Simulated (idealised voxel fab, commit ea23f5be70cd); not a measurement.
Proc. module: voxel self aligned contacts
Cross-section cut: width 165 nm, square cells of 5 nm.
We lay out every cross-section as a grid of square cells and spell it out in bands from the top down, where one band means one or more rows of cells.
What a band's entry tells you: where the top is and where the bottom is, as heights in nm, and after that what lies inside, material by material from left to right, each with its width in nm. Empty space is written as the word "empty", and a single material marked with the word "all across" occupies the band from edge to edge.
Measure heights from 0. That's the level where, below it, the as-received wafer is all one material. The lowest band is bottomless and extends downward; write it as in "0..down".
Think of "30 to 40" as a width that walks from the first number to the second as you go down the band, top row to bottom row, taking equal-sized steps from row to row.
Step marked "no alterations made"? Then no cell in the cross-section changed in it.
Listed in "Sealed internal cavities": every empty space of 8 or more cells without an open way to the top. Form: width x height at distance, the distance being from the left edge, all in nm.
That trailing text on a step's line, after the settings, is the simulator's own remark on the step.
"overlay nm" answers the question of how far to the right of plan the mask lay on a step that has a mask, and when it is negative the answer is to the left.
### Process steps foreseen in the plan
1. RECEIVE,material Si
2. OXIDIZE,depth nm 5
3. DIRECTIONAL_DEP,material polySi,thk nm 30
4. DIRECTIONAL_DEP,material SiN,thk nm 20
5. DIRECTIONAL_DEP,material aC,thk nm 15
6. PATTERN,tone cover,mask id GATE,material resist,width nm 35,pitch nm 70,thk nm 30,overlay nm 0
7. DIRECTIONAL_ETCH,etch materials aC,depth nm 15
8. STRIP,etch materials resist
9. DIRECTIONAL_ETCH,etch materials SiN,depth nm 20
10. DIRECTIONAL_ETCH,etch materials polySi,depth nm 30
11. STRIP,etch materials aC
12. CONFORMAL_DEP,material SiN,thk nm 10
13. DIRECTIONAL_ETCH,etch materials SiN,depth nm 10
14. FILL_DEP,material SiO2,thk nm 15
15. CMP,height nm 60
16. DIRECTIONAL_DEP,material aC,thk nm 15
17. PATTERN,tone open,mask id CONTACT,material resist,width nm 45,thk nm 30,overlay nm 0
18. DIRECTIONAL_ETCH,etch materials aC,depth nm 15
19. STRIP,etch materials resist
20. DIRECTIONAL_ETCH,etch materials SiO2,depth nm 65
21. STRIP,etch materials aC
22. CONFORMAL_DEP,material TiN,thk nm 5
23. FILL_DEP,material Ru,thk nm 10
24. CMP,height nm 60
25. CONFORMAL_DEP,material SiCN,thk nm 5
### The first of a set of two wafers, run to plan
### The cross-section here shows the wafer as received, i.e. in its state after step 1
	0..down: Si all across
	Sealed internal cavities: none
### Cross-section of the wafer subsequent to step 2
	0..-5: SiO2 all across
	At heights below -5, the structure remains unaltered.
### Cross-section of the wafer subsequent to step 3
	30..0: polySi all across
	At heights below 0, the structure remains unaltered.
### Cross-section of the wafer subsequent to step 4
	50..30: SiN all across
	At heights below 30, the structure remains unaltered.
### Cross-section of the wafer subsequent to step 5
	65..50: aC all across
	At heights below 50, the structure remains unaltered.
### Cross-section of the wafer subsequent to step 6
	95..65: 30 nm empty / 35 nm resist / 35 nm empty / 35 nm resist / 30 nm empty
	At heights below 65, the structure remains unaltered.
### Cross-section of the wafer subsequent to step 7
	80..65: 30 nm empty / 35 nm resist / 35 nm empty / 35 nm resist / 30 nm empty
	65..50: 30 nm empty / 35 nm aC / 35 nm empty / 35 nm aC / 30 nm empty
	At heights below 50, the structure remains unaltered.
### Cross-section of the wafer subsequent to step 8
	65..50: 30 nm empty / 35 nm aC / 35 nm empty / 35 nm aC / 30 nm empty
	At heights below 50, the structure remains unaltered.
### Cross-section of the wafer subsequent to step 9
	65..50: 30 nm empty / 35 nm aC / 35 nm empty / 35 nm aC / 30 nm empty
	50..30: 30 nm empty / 35 nm SiN / 35 nm empty / 35 nm SiN / 30 nm empty
	At heights below 30, the structure remains unaltered.
### Cross-section of the wafer subsequent to step 10
	65..50: 30 nm empty / 35 nm aC / 35 nm empty / 35 nm aC / 30 nm empty
	50..30: 30 nm empty / 35 nm SiN / 35 nm empty / 35 nm SiN / 30 nm empty
	30..0: 30 nm empty / 35 nm polySi / 35 nm empty / 35 nm polySi / 30 nm empty
	At heights below 0, the structure remains unaltered.
### Cross-section of the wafer subsequent to step 11
	50..30: 30 nm empty / 35 nm SiN / 35 nm empty / 35 nm SiN / 30 nm empty
	At heights below 30, the structure remains unaltered.
### Cross-section of the wafer subsequent to step 12
	60..30: 20 nm empty / 55 nm SiN / 15 nm empty / 55 nm SiN / 20 nm empty
	30..10: 20 nm empty / 10 nm SiN / 35 nm polySi / 10 nm SiN / 15 nm empty / 10 nm SiN / 35 nm polySi / 10 nm SiN / 20 nm empty
	10..0: 30 nm SiN / 35 nm polySi / 35 nm SiN / 35 nm polySi / 30 nm SiN
	At heights below 0, the structure remains unaltered.
### Cross-section of the wafer subsequent to step 13
	50..30: 20 nm empty / 55 nm SiN / 15 nm empty / 55 nm SiN / 20 nm empty
	30..0: 20 nm empty / 10 nm SiN / 35 nm polySi / 10 nm SiN / 15 nm empty / 10 nm SiN / 35 nm polySi / 10 nm SiN / 20 nm empty
	At heights below 0, the structure remains unaltered.
### Cross-section of the wafer subsequent to step 14
	65..50: SiO2 all across
	50..30: 20 nm SiO2 / 55 nm SiN / 15 nm SiO2 / 55 nm SiN / 20 nm SiO2
	30..0: 20 nm SiO2 / 10 nm SiN / 35 nm polySi / 10 nm SiN / 15 nm SiO2 / 10 nm SiN / 35 nm polySi / 10 nm SiN / 20 nm SiO2
	At heights below 0, the structure remains unaltered.
### Cross-section of the wafer subsequent to step 15
	60..50: SiO2 all across
	At heights below 50, the structure remains unaltered.
### Cross-section of the wafer subsequent to step 16
	75..60: aC all across
	At heights below 60, the structure remains unaltered.
### Cross-section of the wafer subsequent to step 17
	105..75: 60 nm resist / 45 nm empty / 60 nm resist
	At heights below 75, the structure remains unaltered.
### Cross-section of the wafer subsequent to step 18
	90..75: 60 nm resist / 45 nm empty / 60 nm resist
	75..60: 60 nm aC / 45 nm empty / 60 nm aC
	At heights below 60, the structure remains unaltered.
### Cross-section of the wafer subsequent to step 19
	75..60: 60 nm aC / 45 nm empty / 60 nm aC
	At heights below 60, the structure remains unaltered.
### Cross-section of the wafer subsequent to step 20
	75..60: 60 nm aC / 45 nm empty / 60 nm aC
	60..50: 60 nm SiO2 / 45 nm empty / 60 nm SiO2
	50..30: 20 nm SiO2 / 55 nm SiN / 15 nm empty / 55 nm SiN / 20 nm SiO2
	30..0: 20 nm SiO2 / 10 nm SiN / 35 nm polySi / 10 nm SiN / 15 nm empty / 10 nm SiN / 35 nm polySi / 10 nm SiN / 20 nm SiO2
	0..-5: 75 nm SiO2 / 15 nm empty / 75 nm SiO2
	At heights below -5, the structure remains unaltered.
### Cross-section of the wafer subsequent to step 21
	60..50: 60 nm SiO2 / 45 nm empty / 60 nm SiO2
	At heights below 50, the structure remains unaltered.
### Cross-section of the wafer subsequent to step 22
	65..60: 65 nm TiN / 35 nm empty / 65 nm TiN
	60..50: 60 nm SiO2 / 5 to 20 nm TiN / 35 to 5 nm empty / 5 to 20 nm TiN / 60 nm SiO2
	50..30: 20 nm SiO2 / 55 nm SiN / 5 nm TiN / 5 nm empty / 5 nm TiN / 55 nm SiN / 20 nm SiO2
	30..0: 20 nm SiO2 / 10 nm SiN / 35 nm polySi / 10 nm SiN / 5 nm TiN / 5 nm empty / 5 nm TiN / 10 nm SiN / 35 nm polySi / 10 nm SiN / 20 nm SiO2
	0..-5: 75 nm SiO2 / 15 nm TiN / 75 nm SiO2
	At heights below -5, the structure remains unaltered.
### Cross-section of the wafer subsequent to step 23
	75..65: Ru all across
	65..60: 65 nm TiN / 35 nm Ru / 65 nm TiN
	60..50: 60 nm SiO2 / 5 to 20 nm TiN / 35 to 5 nm Ru / 5 to 20 nm TiN / 60 nm SiO2
	50..30: 20 nm SiO2 / 55 nm SiN / 5 nm TiN / 5 nm Ru / 5 nm TiN / 55 nm SiN / 20 nm SiO2
	30..0: 20 nm SiO2 / 10 nm SiN / 35 nm polySi / 10 nm SiN / 5 nm TiN / 5 nm Ru / 5 nm TiN / 10 nm SiN / 35 nm polySi / 10 nm SiN / 20 nm SiO2
	At heights below 0, the structure remains unaltered.
### Cross-section of the wafer subsequent to step 24
	60..50: 60 nm SiO2 / 5 to 20 nm TiN / 35 to 5 nm Ru / 5 to 20 nm TiN / 60 nm SiO2
	At heights below 50, the structure remains unaltered.
### Cross-section of the wafer subsequent to step 25
	65..60: SiCN all across
	At heights below 60, the structure remains unaltered.
### Notes, second wafer: start = first wafer's, plan = first wafer's, execution had one mistake; history identical to first through step 16
### Second wafer, sectioned view, at step 17's planned end time
	105..75: 50 nm resist / 45 nm empty / 70 nm resist
	At heights below 75, the structure remains unaltered.
### Second wafer, sectioned view, at step 18's planned end time
	90..75: 50 nm resist / 45 nm empty / 70 nm resist
	75..60: 50 nm aC / 45 nm empty / 70 nm aC
	At heights below 60, the structure remains unaltered.
### Second wafer, sectioned view, at step 19's planned end time
	75..60: 50 nm aC / 45 nm empty / 70 nm aC
	At heights below 60, the structure remains unaltered.
### Second wafer, sectioned view, at step 20's planned end time
	75..60: 50 nm aC / 45 nm empty / 70 nm aC
	60..50: 50 nm SiO2 / 45 nm empty / 70 nm SiO2
	50..30: 20 nm SiO2 / 55 nm SiN / 15 nm empty / 55 nm SiN / 20 nm SiO2
	30..0: 20 nm SiO2 / 10 nm SiN / 35 nm polySi / 10 nm SiN / 15 nm empty / 10 nm SiN / 35 nm polySi / 10 nm SiN / 20 nm SiO2
	0..-5: 75 nm SiO2 / 15 nm empty / 75 nm SiO2
	At heights below -5, the structure remains unaltered.
### Second wafer, sectioned view, at step 21's planned end time
	60..50: 50 nm SiO2 / 45 nm empty / 70 nm SiO2
	At heights below 50, the structure remains unaltered.
### Second wafer, sectioned view, at step 22's planned end time
	65..60: 55 nm TiN / 35 nm empty / 75 nm TiN
	60..50: 50 nm SiO2 / 5 to 30 nm TiN / 35 to 5 nm empty / 5 to 10 nm TiN / 70 nm SiO2
	50..30: 20 nm SiO2 / 55 nm SiN / 5 nm TiN / 5 nm empty / 5 nm TiN / 55 nm SiN / 20 nm SiO2
	30..0: 20 nm SiO2 / 10 nm SiN / 35 nm polySi / 10 nm SiN / 5 nm TiN / 5 nm empty / 5 nm TiN / 10 nm SiN / 35 nm polySi / 10 nm SiN / 20 nm SiO2
	0..-5: 75 nm SiO2 / 15 nm TiN / 75 nm SiO2
	At heights below -5, the structure remains unaltered.
### Second wafer, sectioned view, at step 23's planned end time
	75..65: Ru all across
	65..60: 55 nm TiN / 35 nm Ru / 75 nm TiN
	60..50: 50 nm SiO2 / 5 to 30 nm TiN / 35 to 5 nm Ru / 5 to 10 nm TiN / 70 nm SiO2
	50..30: 20 nm SiO2 / 55 nm SiN / 5 nm TiN / 5 nm Ru / 5 nm TiN / 55 nm SiN / 20 nm SiO2
	30..0: 20 nm SiO2 / 10 nm SiN / 35 nm polySi / 10 nm SiN / 5 nm TiN / 5 nm Ru / 5 nm TiN / 10 nm SiN / 35 nm polySi / 10 nm SiN / 20 nm SiO2
	At heights below 0, the structure remains unaltered.
### Second wafer, sectioned view, at step 24's planned end time
	60..50: 50 nm SiO2 / 5 to 30 nm TiN / 35 to 5 nm Ru / 5 to 10 nm TiN / 70 nm SiO2
	At heights below 50, the structure remains unaltered.
### Second wafer, sectioned view, at step 25's planned end time
	65..60: SiCN all across
	At heights below 60, the structure remains unaltered.
Short version of what went wrong: step 17 ran with different settings than intended, the actual operation and settings being PATTERN,tone open,mask id CONTACT,material resist,width nm 45,thk nm 30,overlay nm -10
The two final wafers agree on how many cells each material fills and disagree on which cells those are.
